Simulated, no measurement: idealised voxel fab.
process module | voxel capacitor over wiring
cross-section cut | 200 nm wide | cells 5 nm
A cross-section is a grid of square cells, given in bands from the top down. A band is one or more rows of cells.
Each band's line starts with the height of the band's top and of its bottom, in nm. Then come its materials from left to right, each with its width in nm. One material with "throughout" fills the band from edge to edge. "air" is empty space.
Height 0 is the level under which the wafer as received is all one material. The lowest band goes on downwards, as in "0 down".
A width such as "30 to 40" changes by the same amount from each row of cells to the next, from the band's top row to its bottom row.
"no change" after a step means that no cell of the cross-section changed.
closed voids: empty space of 8 cells or more with no open way to the top, each as width x height at its distance from the left edge, in nm
after a step's settings: what the simulator itself notes on the step
overlay nm, on a step with a mask: how far to the right of its planned place the mask lay; to the left if negative
plan
1 op RECEIVE | material Si
2 op CONFORMAL_DEP | material SiO2 | thk nm 10
3 op DIRECTIONAL_DEP | material TiN | thk nm 5
4 op DIRECTIONAL_DEP | material W | thk nm 25
5 op MASKED_ETCH | tone cover | mask id METAL_1 | width nm 25 | pitch nm 95 | etch materials W | depth nm 25 | overlay nm 0
6 op MASKED_ETCH | tone cover | mask id METAL_1 | width nm 25 | pitch nm 95 | etch materials TiN | depth nm 5 | overlay nm 0
7 op FILL_DEP | material SiO2 | thk nm 5
8 op CMP | height nm 40
9 op CONFORMAL_DEP | material SiCN | thk nm 5
10 op DIRECTIONAL_DEP | material SiO2 | thk nm 20
11 op MASKED_ETCH | tone open | mask id PLUG_1 | width nm 15 | etch materials SiO2 | depth nm 20 | overlay nm 0
12 op MASKED_ETCH | tone open | mask id PLUG_1 | width nm 15 | etch materials SiCN | depth nm 5 | overlay nm 0
13 op EPI | material Ru | thk nm 10
14 op EPI | material Ru | thk nm 10
15 op EPI | material Ru | thk nm 5
16 op DIRECTIONAL_DEP | material TiN | thk nm 5
17 op DIRECTIONAL_DEP | material HfO2 | thk nm 5
18 op DIRECTIONAL_DEP | material TiN | thk nm 10
19 op PATTERN | tone cover | mask id UPPER_PLATE | material resist | width nm 75 | thk nm 20 | overlay nm 0
20 op DIRECTIONAL_ETCH | etch materials TiN | depth nm 10
21 op DIRECTIONAL_ETCH | etch materials HfO2 | depth nm 5
22 op STRIP | etch materials resist
23 op DIRECTIONAL_DEP | material aC | thk nm 10
24 op PATTERN | tone cover | mask id LOWER_PLATE | material resist | width nm 85 | thk nm 30 | overlay nm 0
25 op DIRECTIONAL_ETCH | etch materials aC | depth nm 10
26 op STRIP | etch materials resist
27 op DIRECTIONAL_ETCH | etch materials TiN | depth nm 5
28 op STRIP | etch materials aC
29 op FILL_DEP | material SiO2 | thk nm 20
30 op CMP | height nm 100
31 op DIRECTIONAL_DEP | material aC | thk nm 10
32 op PATTERN | tone open | mask id PLUG_2 | material resist | width nm 15 | thk nm 30 | overlay nm 0
33 op DIRECTIONAL_ETCH | etch materials aC | depth nm 10
34 op STRIP | etch materials resist
35 op DIRECTIONAL_ETCH | etch materials SiO2 | depth nm 15
36 op STRIP | etch materials aC
37 op CONFORMAL_DEP | material TiN | thk nm 5
38 op FILL_DEP | material Ru | thk nm 5
39 op CMP | height nm 100
40 op CONFORMAL_DEP | material SiN | thk nm 5
first wafer, as planned
as received, after step 1
  0 down: Si throughout
  closed voids: none
after step 2
  10 to 0: SiO2 throughout
  below 0: unchanged
after step 3
  15 to 10: TiN throughout
  below 10: unchanged
after step 4
  40 to 15: W throughout
  below 15: unchanged
after step 5
  40 to 15: air 40 | W 25 | air 70 | W 25 | air 40
  below 15: unchanged
after step 6
  40 to 15: air 40 | W 25 | air 70 | W 25 | air 40
  15 to 10: air 40 | TiN 25 | air 70 | TiN 25 | air 40
  below 10: unchanged
after step 7
  45 to 40: SiO2 throughout
  40 to 15: SiO2 40 | W 25 | SiO2 70 | W 25 | SiO2 40
  15 to 10: SiO2 40 | TiN 25 | SiO2 70 | TiN 25 | SiO2 40
  below 10: unchanged
after step 8
  40 to 15: SiO2 40 | W 25 | SiO2 70 | W 25 | SiO2 40
  below 15: unchanged
after step 9
  45 to 40: SiCN throughout
  below 40: unchanged
after step 10
  65 to 45: SiO2 throughout
  below 45: unchanged
after step 11
  65 to 45: SiO2 50 | air 15 | SiO2 135
  below 45: unchanged
after step 12
  65 to 45: SiO2 50 | air 15 | SiO2 135
  45 to 40: SiCN 50 | air 15 | SiCN 135
  below 40: unchanged
after step 13
  65 to 50: SiO2 50 | air 15 | SiO2 135
  50 to 45: SiO2 50 | Ru 15 | SiO2 135
  45 to 40: SiCN 50 | Ru 15 | SiCN 135
  below 40: unchanged
after step 14
  65 to 60: SiO2 50 | air 15 | SiO2 135
  60 to 45: SiO2 50 | Ru 15 | SiO2 135
  below 45: unchanged
after step 15
  65 to 45: SiO2 50 | Ru 15 | SiO2 135
  below 45: unchanged
after step 16
  70 to 65: TiN throughout
  below 65: unchanged
after step 17
  75 to 70: HfO2 throughout
  below 70: unchanged
after step 18
  85 to 75: TiN throughout
  below 75: unchanged
after step 19
  105 to 85: air 50 | resist 75 | air 75
  below 85: unchanged
after step 20
  105 to 85: air 50 | resist 75 | air 75
  85 to 75: air 50 | TiN 75 | air 75
  below 75: unchanged
after step 21
  105 to 85: air 50 | resist 75 | air 75
  85 to 75: air 50 | TiN 75 | air 75
  75 to 70: air 50 | HfO2 75 | air 75
  below 70: unchanged
after step 22
  85 to 75: air 50 | TiN 75 | air 75
  below 75: unchanged
after step 23
  95 to 85: air 50 | aC 75 | air 75
  85 to 80: air 50 | TiN 75 | air 75
  80 to 75: aC 50 | TiN 75 | aC 75
  75 to 70: aC 50 | HfO2 75 | aC 75
  below 70: unchanged
after step 24
  125 to 95: air 45 | resist 85 | air 70
  95 to 85: air 45 | resist 5 | aC 75 | resist 5 | air 70
  85 to 80: air 45 | resist 5 | TiN 75 | resist 5 | air 70
  below 80: unchanged
after step 25
  115 to 95: air 45 | resist 85 | air 70
  95 to 85: air 45 | resist 5 | aC 75 | resist 5 | air 70
  85 to 80: air 45 | resist 5 | TiN 75 | resist 5 | air 70
  80 to 75: air 45 | aC 5 | TiN 75 | aC 5 | air 70
  75 to 70: air 45 | aC 5 | HfO2 75 | aC 5 | air 70
  below 70: unchanged
after step 26
  95 to 85: air 50 | aC 75 | air 75
  85 to 80: air 50 | TiN 75 | air 75
  below 80: unchanged
after step 27
  95 to 85: air 50 | aC 75 | air 75
  85 to 80: air 50 | TiN 75 | air 75
  80 to 75: air 45 | aC 5 | TiN 75 | aC 5 | air 70
  75 to 70: air 45 | aC 5 | HfO2 75 | aC 5 | air 70
  70 to 65: air 45 | TiN 85 | air 70
  below 65: unchanged
after step 28
  85 to 75: air 50 | TiN 75 | air 75
  75 to 70: air 50 | HfO2 75 | air 75
  below 70: unchanged
after step 29
  105 to 85: SiO2 throughout
  85 to 75: SiO2 50 | TiN 75 | SiO2 75
  75 to 70: SiO2 50 | HfO2 75 | SiO2 75
  70 to 65: SiO2 45 | TiN 85 | SiO2 70
  below 65: unchanged
after step 30
  100 to 85: SiO2 throughout
  below 85: unchanged
after step 31
  110 to 100: aC throughout
  below 100: unchanged
after step 32
  140 to 110: resist 60 | air 15 | resist 125
  below 110: unchanged
after step 33
  130 to 110: resist 60 | air 15 | resist 125
  110 to 100: aC 60 | air 15 | aC 125
  below 100: unchanged
after step 34
  110 to 100: aC 60 | air 15 | aC 125
  below 100: unchanged
after step 35
  110 to 100: aC 60 | air 15 | aC 125
  100 to 85: SiO2 60 | air 15 | SiO2 125
  below 85: unchanged
after step 36
  100 to 85: SiO2 60 | air 15 | SiO2 125
  below 85: unchanged
after step 37
  105 to 100: TiN 65 | air 5 | TiN 130
  100 to 90: SiO2 60 | TiN 5 | air 5 | TiN 5 | SiO2 125
  90 to 85: SiO2 60 | TiN 15 | SiO2 125
  below 85: unchanged
after step 38
  110 to 105: Ru throughout
  105 to 100: TiN 65 | Ru 5 | TiN 130
  100 to 90: SiO2 60 | TiN 5 | Ru 5 | TiN 5 | SiO2 125
  below 90: unchanged
after step 39
  100 to 90: SiO2 60 | TiN 5 | Ru 5 | TiN 5 | SiO2 125
  below 90: unchanged
after step 40
  105 to 100: SiN throughout
  below 100: unchanged
second wafer: like start, like plan, one mistake. Through step 16 it matches the first wafer
when step 17 should have ended
  80 to 65: TiN throughout
  below 65: unchanged
when step 18 should have ended
  85 to 80: HfO2 throughout
  below 80: unchanged
when step 19 should have ended
  105 to 85: air 50 | resist 75 | air 75
  below 85: unchanged
when step 20 should have ended: no change
when step 21 should have ended
  105 to 85: air 50 | resist 75 | air 75
  85 to 80: air 50 | HfO2 75 | air 75
  below 80: unchanged
when step 22 should have ended
  85 to 80: air 50 | HfO2 75 | air 75
  below 80: unchanged
when step 23 should have ended
  95 to 90: air 50 | aC 75 | air 75
  90 to 85: aC throughout
  85 to 80: aC 50 | HfO2 75 | aC 75
  below 80: unchanged
when step 24 should have ended
  125 to 95: air 45 | resist 85 | air 70
  95 to 90: air 45 | resist 5 | aC 75 | resist 5 | air 70
  below 90: unchanged
when step 25 should have ended
  115 to 95: air 45 | resist 85 | air 70
  95 to 90: air 45 | resist 5 | aC 75 | resist 5 | air 70
  90 to 85: air 45 | aC 85 | air 70
  85 to 80: air 45 | aC 5 | HfO2 75 | aC 5 | air 70
  below 80: unchanged
when step 26 should have ended
  95 to 85: air 50 to 45 | aC 75 to 85 | air 75 to 70
  below 85: unchanged
when step 27 should have ended
  95 to 85: air 50 to 45 | aC 75 to 85 | air 75 to 70
  85 to 80: air 45 | aC 5 | HfO2 75 | aC 5 | air 70
  80 to 75: air 45 | TiN 85 | air 70
  below 75: unchanged
when step 28 should have ended
  85 to 80: air 50 | HfO2 75 | air 75
  below 80: unchanged
when step 29 should have ended
  105 to 85: SiO2 throughout
  85 to 80: SiO2 50 | HfO2 75 | SiO2 75
  80 to 75: SiO2 45 | TiN 85 | SiO2 70
  below 75: unchanged
when step 30 should have ended
  100 to 85: SiO2 throughout
  below 85: unchanged
when step 31 should have ended
  110 to 100: aC throughout
  below 100: unchanged
when step 32 should have ended
  140 to 110: resist 60 | air 15 | resist 125
  below 110: unchanged
when step 33 should have ended
  130 to 110: resist 60 | air 15 | resist 125
  110 to 100: aC 60 | air 15 | aC 125
  below 100: unchanged
when step 34 should have ended
  110 to 100: aC 60 | air 15 | aC 125
  below 100: unchanged
when step 35 should have ended
  110 to 100: aC 60 | air 15 | aC 125
  100 to 85: SiO2 60 | air 15 | SiO2 125
  below 85: unchanged
when step 36 should have ended
  100 to 85: SiO2 60 | air 15 | SiO2 125
  below 85: unchanged
when step 37 should have ended
  105 to 100: TiN 65 | air 5 | TiN 130
  100 to 90: SiO2 60 | TiN 5 | air 5 | TiN 5 | SiO2 125
  90 to 85: SiO2 60 | TiN 15 | SiO2 125
  below 85: unchanged
when step 38 should have ended
  110 to 105: Ru throughout
  105 to 100: TiN 65 | Ru 5 | TiN 130
  100 to 90: SiO2 60 | TiN 5 | Ru 5 | TiN 5 | SiO2 125
  below 90: unchanged
when step 39 should have ended
  100 to 90: SiO2 60 | TiN 5 | Ru 5 | TiN 5 | SiO2 125
  below 90: unchanged
when step 40 should have ended
  105 to 100: SiN throughout
  below 100: unchanged
what went wrong: steps 17 and 18 were swapped
at the end the second wafer has, in cells: 50 fewer of SiO2 | 50 more of TiN
